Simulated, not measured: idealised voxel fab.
process module | voxel self aligned contacts
cross-section cut | 290 nm wide | cells 5 nm
A cross-section is a grid of square cells, given in bands from the top down. A band is one or more rows of cells.
Each band's line starts with the height of the band's top and of its bottom, in nm. Then come its materials from left to right, each with its width in nm. One material with "throughout" fills the band from edge to edge. "air" is empty space.
Height 0 is the level under which the wafer as received is all one material. The lowest band goes on downwards, as in "0 down".
A width such as "30 to 40" changes by the same amount from each row of cells to the next, from the band's top row to its bottom row.
"no change" after a step means that no cell of the cross-section changed.
closed voids: empty space of 8 cells or more with no open way to the top, each as width x height at its distance from the left edge, in nm
after a step's settings: what the simulator itself notes on the step
overlay nm, on a step with a mask: how far to the right of its planned place the mask lay; to the left if negative
plan
1 op RECEIVE | material Si
2 op CONFORMAL_DEP | material SiO2 | thk nm 5
3 op DIRECTIONAL_DEP | material polySi | thk nm 30
4 op DIRECTIONAL_DEP | material SiN | thk nm 20
5 op MASKED_ETCH | tone cover | mask id GATE | width nm 25 | pitch nm 60 | etch materials SiN | depth nm 20 | overlay nm 0
6 op MASKED_ETCH | tone cover | mask id GATE | width nm 25 | pitch nm 60 | etch materials polySi | depth nm 30 | overlay nm 0
7 op CONFORMAL_DEP | material SiN | thk nm 10
8 op DIRECTIONAL_ETCH | etch materials SiN | depth nm 10
9 op FILL_DEP | material SiO2 | thk nm 10
10 op CMP | height nm 60
11 op DIRECTIONAL_DEP | material aC | thk nm 15
12 op PATTERN | tone open | mask id CONTACT | material resist | width nm 45 | thk nm 35 | overlay nm 0
13 op DIRECTIONAL_ETCH | etch materials aC | depth nm 15
14 op STRIP | etch materials resist
15 op DIRECTIONAL_ETCH | etch materials SiO2 | depth nm 60
16 op STRIP | etch materials aC
17 op CONFORMAL_DEP | material TiN | thk nm 5
18 op FILL_DEP | material W | thk nm 5
19 op CMP | height nm 60
20 op CONFORMAL_DEP | material SiN | thk nm 5
as received, after step 1
  0 down: Si throughout
  closed voids: none
first wafer at the end, as planned
  65 to 60: SiN throughout
  60 to 55: SiO2 120 | TiN 20 | W 5 | TiN 20 | SiO2 125
  55 to 35: SiO2 90 | SiN 45 | TiN 5 | W 5 | TiN 5 | SiN 45 | SiO2 95
  35 to 5: SiO2 90 | SiN 10 | polySi 25 | SiN 10 | TiN 5 | W 5 | TiN 5 | SiN 10 | polySi 25 | SiN 10 | SiO2 95
  5 to 0: SiO2 135 | TiN 15 | SiO2 140
  0 down: Si throughout
  closed voids: none
second wafer at the end: like start, like plan, one mistake
  65 to 60: SiN throughout
  60 to 55: SiO2 120 | TiN 20 | W 5 | TiN 20 | SiO2 125
  55 to 40: SiO2 90 | SiN 45 | TiN 5 | W 5 | TiN 5 | SiN 45 | SiO2 95
  40 to 35: SiO2 90 | SiN 45 | TiN 15 | SiN 45 | SiO2 95
  35 to 5: SiO2 80 | SiN 10 | polySi 35 | SiN 10 | TiN 5 | SiN 10 | polySi 35 | SiN 10 | SiO2 95
  5 to 0: SiO2 135 | TiN 5 | SiO2 150
  0 down: Si throughout
  closed voids: none
what went wrong: step 6 ran as: op MASKED_ETCH | tone cover | mask id GATE | width nm 25 | pitch nm 60 | etch materials polySi | depth nm 30 | overlay nm -10
at the end the second wafer has, in cells: 10 fewer of SiO2 | 7 fewer of TiN | 7 fewer of W | 24 more of polySi
